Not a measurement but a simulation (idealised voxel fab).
A process module follows: voxel double patterning.
For reference, the cross-section in this document is cut, with width 265 nm and square cells of 5 nm.
Cross-section spec: square-cell grid; bands listed top down; each band is one or more rows. What a band's entry tells you: where the top is and where the bottom is, as heights in nm, and after that what lies inside, material by material from left to right, each with its width in nm. Empty space is written as the word "air", and a single material marked with the word "edge to edge" occupies the band from edge to edge. Height datum 0, below which the as-received substrate wafer is one material. Lowest band open at the bottom, running downward: "0..down". Width "30->40": first value at the band's top row of cells, second value at its bottom row, equal change from row to row. "nothing was modified", as given for a step, is the statement that not any cell of the cross-section underwent a change during that step. Closed-off voids of 8+ cells (no open route to the top) go in "Cavities, closed", written width x height at distance from the left edge, in nm. What comes after the settings on a step's line is commentary from the simulator itself on that step. What "overlay nm" on a step's line means: if the step has a mask, that mask lay this far to the right of its planned place, or, when the value is negative, to the left.
[Below is the list of planned process steps]
1 RECEIVE: material Si
2 CONFORMAL_DEP: material SiO2, thk nm 10
3 DIRECTIONAL_DEP: material polySi, thk nm 10
4 DIRECTIONAL_DEP: material SiCN, thk nm 5
5 DIRECTIONAL_DEP: material aC, thk nm 15
6 PATTERN: tone open, mask id FIRST, material resist, width nm 15, pitch nm 50, thk nm 30, overlay nm 0
7 DIRECTIONAL_ETCH: etch materials aC, depth nm 15
8 STRIP: etch materials resist
9 DIRECTIONAL_ETCH: etch materials SiCN, depth nm 5
10 STRIP: etch materials aC
11 PATTERN: tone open, mask id SECOND, material resist, width nm 15, thk nm 15, overlay nm 0
12 DIRECTIONAL_ETCH: etch materials SiCN, depth nm 5
13 STRIP: etch materials resist
14 DIRECTIONAL_ETCH: etch materials polySi, depth nm 10
15 STRIP: etch materials SiCN
[The first of two wafers, run as planned]
[Wafer as received: cross-section following step 1]
    0..down | Si edge to edge
    Cavities, closed: none
[The following cross-section depicts the wafer upon completion of step 2]
    10..0 | SiO2 edge to edge
    Everything below 0 is unchanged.
[The following cross-section depicts the wafer upon completion of step 3]
    20..10 | polySi edge to edge
    Everything below 10 is unchanged.
[The following cross-section depicts the wafer upon completion of step 4]
    25..20 | SiCN edge to edge
    Everything below 20 is unchanged.
[The following cross-section depicts the wafer upon completion of step 5]
    40..25 | aC edge to edge
    Everything below 25 is unchanged.
[The following cross-section depicts the wafer upon completion of step 6]
    70..40 | resist: 100 / air: 15 / resist: 35 / air: 15 / resist: 100
    Everything below 40 is unchanged.
[The following cross-section depicts the wafer upon completion of step 7]
    55..40 | resist: 100 / air: 15 / resist: 35 / air: 15 / resist: 100
    40..25 | aC: 100 / air: 15 / aC: 35 / air: 15 / aC: 100
    Everything below 25 is unchanged.
[The following cross-section depicts the wafer upon completion of step 8]
    40..25 | aC: 100 / air: 15 / aC: 35 / air: 15 / aC: 100
    Everything below 25 is unchanged.
[The following cross-section depicts the wafer upon completion of step 9]
    40..25 | aC: 100 / air: 15 / aC: 35 / air: 15 / aC: 100
    25..20 | SiCN: 100 / air: 15 / SiCN: 35 / air: 15 / SiCN: 100
    Everything below 20 is unchanged.
[The following cross-section depicts the wafer upon completion of step 10]
    25..20 | SiCN: 100 / air: 15 / SiCN: 35 / air: 15 / SiCN: 100
    Everything below 20 is unchanged.
[The following cross-section depicts the wafer upon completion of step 11]
    40..25 | resist: 125 / air: 15 / resist: 125
    25..20 | SiCN: 100 / resist: 15 / SiCN: 35 / resist: 15 / SiCN: 100
    Everything below 20 is unchanged.
[The following cross-section depicts the wafer upon completion of step 12]
    40..25 | resist: 125 / air: 15 / resist: 125
    25..20 | SiCN: 100 / resist: 15 / SiCN: 10 / air: 15 / SiCN: 10 / resist: 15 / SiCN: 100
    Everything below 20 is unchanged.
[The following cross-section depicts the wafer upon completion of step 13]
    25..20 | SiCN: 100 / air: 15 / SiCN: 10 / air: 15 / SiCN: 10 / air: 15 / SiCN: 100
    Everything below 20 is unchanged.
[The following cross-section depicts the wafer upon completion of step 14]
    25..20 | SiCN: 100 / air: 15 / SiCN: 10 / air: 15 / SiCN: 10 / air: 15 / SiCN: 100
    20..10 | polySi: 100 / air: 15 / polySi: 10 / air: 15 / polySi: 10 / air: 15 / polySi: 100
    Everything below 10 is unchanged.
[The following cross-section depicts the wafer upon completion of step 15]
    20..10 | polySi: 100 / air: 15 / polySi: 10 / air: 15 / polySi: 10 / air: 15 / polySi: 100
    Everything below 10 is unchanged.
[Second of two: same start, same plan, one run error; steps up to and including 1 match the first]
[Second wafer, sectioned view, at step 2's planned end time]
    10..0 | polySi edge to edge
    Everything below 0 is unchanged.
[Second wafer, sectioned view, at step 3's planned end time]
    20..10 | SiO2 edge to edge
    Everything below 10 is unchanged.
[Second wafer, sectioned view, at step 4's planned end time]
    25..20 | SiCN edge to edge
    Everything below 20 is unchanged.
[Second wafer, sectioned view, at step 5's planned end time]
    40..25 | aC edge to edge
    Everything below 25 is unchanged.
[Second wafer, sectioned view, at step 6's planned end time]
    70..40 | resist: 100 / air: 15 / resist: 35 / air: 15 / resist: 100
    Everything below 40 is unchanged.
[Second wafer, sectioned view, at step 7's planned end time]
    55..40 | resist: 100 / air: 15 / resist: 35 / air: 15 / resist: 100
    40..25 | aC: 100 / air: 15 / aC: 35 / air: 15 / aC: 100
    Everything below 25 is unchanged.
[Second wafer, sectioned view, at step 8's planned end time]
    40..25 | aC: 100 / air: 15 / aC: 35 / air: 15 / aC: 100
    Everything below 25 is unchanged.
[Second wafer, sectioned view, at step 9's planned end time]
    40..25 | aC: 100 / air: 15 / aC: 35 / air: 15 / aC: 100
    25..20 | SiCN: 100 / air: 15 / SiCN: 35 / air: 15 / SiCN: 100
    Everything below 20 is unchanged.
[Second wafer, sectioned view, at step 10's planned end time]
    25..20 | SiCN: 100 / air: 15 / SiCN: 35 / air: 15 / SiCN: 100
    Everything below 20 is unchanged.
[Second wafer, sectioned view, at step 11's planned end time]
    40..25 | resist: 125 / air: 15 / resist: 125
    25..20 | SiCN: 100 / resist: 15 / SiCN: 35 / resist: 15 / SiCN: 100
    Everything below 20 is unchanged.
[Second wafer, sectioned view, at step 12's planned end time]
    40..25 | resist: 125 / air: 15 / resist: 125
    25..20 | SiCN: 100 / resist: 15 / SiCN: 10 / air: 15 / SiCN: 10 / resist: 15 / SiCN: 100
    Everything below 20 is unchanged.
[Second wafer, sectioned view, at step 13's planned end time]
    25..20 | SiCN: 100 / air: 15 / SiCN: 10 / air: 15 / SiCN: 10 / air: 15 / SiCN: 100
    Everything below 20 is unchanged.
Second wafer, sectioned view, at step 14's planned end time: nothing was modified
[Second wafer, sectioned view, at step 15's planned end time]
    20..10 | SiO2 edge to edge
    Everything below 10 is unchanged.
Here's what went sideways: step 2 ran in the slot meant for step 3, and vice versa
The second wafer ends with more or fewer cells of some materials than the first, per final count: +18 polySi
